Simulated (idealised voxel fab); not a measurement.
Process module name: voxel self aligned vias
This is section cut - it's 190 nm across, gridded in 5 nm square cells.
Cross-section layout: square cells on a grid; listed as bands, top to bottom; a band spans one or more cell rows. Heights first: top, then bottom, in nm. Then materials, left to right, each with a width in nm. "all across" on a single material: fills the band edge to edge. "air": empty space. Heights are reckoned from 0. Under this level, the received wafer is all of one material. The bottommost band is open-ended downward, for example "0 -> down". Note: "30..40" means the width goes from the first number (top row of the band) to the second number (bottom row) in equal steps per row of cells. "identical to before" for a step: no cell of the cross-section changed in that step. "Closed void entries" enumerates empty spaces isolated from the top, with no open way to it, that contain at least 8 cells, giving each as width x height at distance from the left edge, all three in nm. Read whatever lies past the settings on a step's line as the simulator's own remark about the step. overlay nm, on a step with a mask: how far to the right of its planned place the mask lay; to the left if negative.
Process steps (planned):
| 1 | RECEIVE [material Si] |
| 2 | CONFORMAL_DEP [material SiO2] [thk nm 10] |
| 3 | CONFORMAL_DEP [material SiCN] [thk nm 5] |
| 4 | DIRECTIONAL_DEP [material lowk] [thk nm 20] |
| 5 | PATTERN [tone open] [mask id LINES] [material resist] [width nm 25] [pitch nm 65] [thk nm 20] [overlay nm 0] |
| 6 | DIRECTIONAL_ETCH [etch materials lowk] [depth nm 20] |
| 7 | STRIP [etch materials resist] |
| 8 | CONFORMAL_DEP [material TiN] [thk nm 5] |
| 9 | FILL_DEP [material Ru] [thk nm 10] |
| 10 | CMP [height nm 35] |
| 11 | SELECTIVE_ETCH [etch materials W Ru TiN] [depth nm 5] |
| 12 | FILL_DEP [material SiN] [thk nm 5] |
| 13 | CMP [height nm 35] |
| 14 | DIRECTIONAL_DEP [material lowk] [thk nm 20] |
| 15 | MASKED_ETCH [tone open] [mask id VIAS] [width nm 35] [etch materials lowk] [depth nm 20] [overlay nm 0] |
| 16 | MASKED_ETCH [tone open] [mask id VIAS] [width nm 35] [etch materials SiN] [depth nm 5] [overlay nm 0] |
| 17 | CONFORMAL_DEP [material TiN] [thk nm 5] |
| 18 | FILL_DEP [material Ru] [thk nm 5] |
| 19 | CMP [height nm 55] |
| 20 | CONFORMAL_DEP [material SiCN] [thk nm 5] |
As received, after step 1:
- 0 -> down = Si all across
- Closed void entries: none
Cross-sectional image of the first of two wafers at the end of the module, the run having proceeded as planned:
- 60 -> 55 = SiCN all across
- 55 -> 40 = lowk 45 nm  TiN 5 nm  Ru 25 nm  TiN 5 nm  lowk 110 nm
- 40 -> 35 = lowk 45 nm  TiN 10 nm  Ru 15 nm  TiN 10 nm  lowk 110 nm
- 35 -> 30 = lowk 50 nm  TiN 25 nm  lowk 40 nm  SiN 25 nm  lowk 50 nm
- 30 -> 20 = lowk 50 nm  TiN 5 nm  Ru 15 nm  TiN 5 nm  lowk 40 nm  TiN 5 nm  Ru 15 nm  TiN 5 nm  lowk 50 nm
- 20 -> 15 = lowk 50 nm  TiN 25 nm  lowk 40 nm  TiN 25 nm  lowk 50 nm
- 15 -> 10 = SiCN all across
- 10 -> 0 = SiO2 all across
- 0 -> down = Si all across
- Closed void entries: none
Cross-sectional image of the second wafer of the two following completion of the module. Starting state and process plan were the same as for the first wafer; one execution error occurred:
- 60 -> 55 = SiCN all across
- 55 -> 35 = lowk 45 nm  TiN 5 nm  Ru 25 nm  TiN 5 nm  lowk 110 nm
- 35 -> 30 = lowk 45 nm  TiN 35 nm  lowk 35 nm  SiN 25 nm  lowk 50 nm
- 30 -> 20 = lowk 45 nm  TiN 10 nm  Ru 15 nm  TiN 10 nm  lowk 35 nm  TiN 5 nm  Ru 15 nm  TiN 5 nm  lowk 50 nm
- 20 -> 15 = lowk 45 nm  TiN 35 nm  lowk 35 nm  TiN 25 nm  lowk 50 nm
- 15 -> 10 = SiCN all across
- 10 -> 0 = SiO2 all across
- 0 -> down = Si all across
- Closed void entries: none
Short version of what went wrong: heads up, step 15 of the plan got done twice
Final comparison by cell count, materials where the second wafer has more or fewer than the first: Ru +2, TiN +6, lowk -8
